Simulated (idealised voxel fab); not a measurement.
process module | voxel spacer lines
cross-section cut | 225 nm wide | cells 5 nm
A cross-section is a grid of square cells, given in bands from the top down. A band is one or more rows of cells.
Each band's line starts with the height of the band's top and of its bottom, in nm. Then come its materials from left to right, each with its width in nm. One material with "throughout" fills the band from edge to edge. "air" is empty space.
Height 0 is the level under which the wafer as received is all one material. The lowest band goes on downwards, as in "0 down".
A width such as "30 to 40" changes by the same amount from each row of cells to the next, from the band's top row to its bottom row.
"no change" after a step means that no cell of the cross-section changed.
closed voids: empty space of 8 cells or more with no open way to the top, each as width x height at its distance from the left edge, in nm
after a step's settings: what the simulator itself notes on the step
overlay nm, on a step with a mask: how far to the right of its planned place the mask lay; to the left if negative
plan
1 op RECEIVE | material Si
2 op CONFORMAL_DEP | material SiO2 | thk nm 5
3 op DIRECTIONAL_DEP | material TiN | thk nm 20
4 op DIRECTIONAL_DEP | material polySi | thk nm 25
5 op PATTERN | tone cover | mask id MANDREL | material resist | width nm 15 | pitch nm 50 | thk nm 35 | overlay nm 0
6 op DIRECTIONAL_ETCH | etch materials polySi | depth nm 25
7 op STRIP | etch materials resist
8 op CONFORMAL_DEP | material SiN | thk nm 10
9 op DIRECTIONAL_ETCH | etch materials SiN | depth nm 10
10 op STRIP | etch materials polySi
11 op DIRECTIONAL_ETCH | etch materials TiN | depth nm 20
12 op STRIP | etch materials SiN
as received, after step 1
  0 down: Si throughout
  closed voids: none
first wafer at the end, as planned
  25 to 5: air 45 | TiN 10 | air 15 | TiN 10 | air 15 | TiN 10 | air 15 | TiN 10 | air 15 | TiN 10 | air 15 | TiN 10 | air 45
  5 to 0: SiO2 throughout
  0 down: Si throughout
  closed voids: none
second wafer at the end: like start, like plan, one mistake
  25 to 5: air 45 | TiN 10 | air 15 | TiN 10 | air 15 | TiN 10 | air 15 | TiN 10 | air 15 | TiN 10 | air 15 | TiN 10 | air 45
  5 to 0: TiN throughout
  0 down: Si throughout
  closed voids: none
what went wrong: step 2 ran as: op CONFORMAL_DEP | material TiN | thk nm 5
at the end the second wafer has, in cells: 45 fewer of SiO2 | 45 more of TiN
